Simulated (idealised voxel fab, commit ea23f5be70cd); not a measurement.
Presented below is a process module, voxel plated lines.
Each square cell in cross-section cut measures 5 nm, and the section as a whole is 180 nm wide.
Cross-section, as written here: a square-cell grid given band by band from the top down, where a band holds one or more rows of cells.
The entry gives the band's vertical extent as a top height and a bottom height in nm, then its horizontal make-up as materials from left to right, each with a width in nm. "empty" stands for empty space; a single material marked "edge to edge" fills the band edge to edge.
The reference from which all heights are counted is 0, the level beneath which the as-received wafer is entirely one material; the lowest band, having no lower bound, proceeds downward and is written after the example "0..down".
Think of "30 to 40" as a width that walks from the first number to the second as you go down the band, top row to bottom row, taking equal-sized steps from row to row.
The cross-section has no changed cell in any step marked "identical to before".
Each empty space that has no open way to the top and spans at least 8 cells appears under "Unvented cavities" as width x height at distance, the distance counted from the left edge, all in nm.
after a step's settings: what the simulator itself notes on the step
Steps that use a mask can have "overlay nm" on their line. It says how far the mask sat to the right of where it was meant to be. Negative means to the left.
INTENDED PROCESS STEPS
1: RECEIVE, material Si
2: CONFORMAL_DEP, material SiN, thk nm 10
3: DIRECTIONAL_DEP, material TiN, thk nm 5
4: PATTERN, tone open, mask id LINES, material resist, width nm 25, pitch nm 40, thk nm 40, overlay nm 0
5: EPI, material Ru, thk nm 10
6: EPI, material Ru, thk nm 10
7: EPI, material Ru, thk nm 5
8: STRIP, etch materials resist
9: DIRECTIONAL_ETCH, etch materials TiN, depth nm 5
10: CONFORMAL_DEP, material SiN, thk nm 10
STEP 1 COMPLETE: CROSS-SECTION OF THE WAFER AS RECEIVED
* 0..down | Si edge to edge
* Unvented cavities: none
STARTING WAFER: ABOVE. PLAN: ABOVE. RUN: ONE MISTAKE. CROSS-SECTION AFTER THE MODULE: BELOW
* 50..40 | 50 nm empty  80 nm SiN  50 nm empty
* 40..20 | 50 nm empty  10 nm SiN  20 nm Ru  20 nm SiN  20 nm Ru  10 nm SiN  50 nm empty
* 20..15 | 60 nm SiN  20 nm Ru  20 nm SiN  20 nm Ru  60 nm SiN
* 15..10 | 60 nm SiN  20 nm TiN  20 nm SiN  20 nm TiN  60 nm SiN
* 10..0 | SiN edge to edge
* 0..down | Si edge to edge
* Unvented cavities: none
It is concluded that the wafer was processed incorrectly with respect to the plan, in that step 4 changed vs plan, executed as PATTERN, tone open, mask id LINES, material resist, width nm 20, pitch nm 40, thk nm 40, overlay nm 0
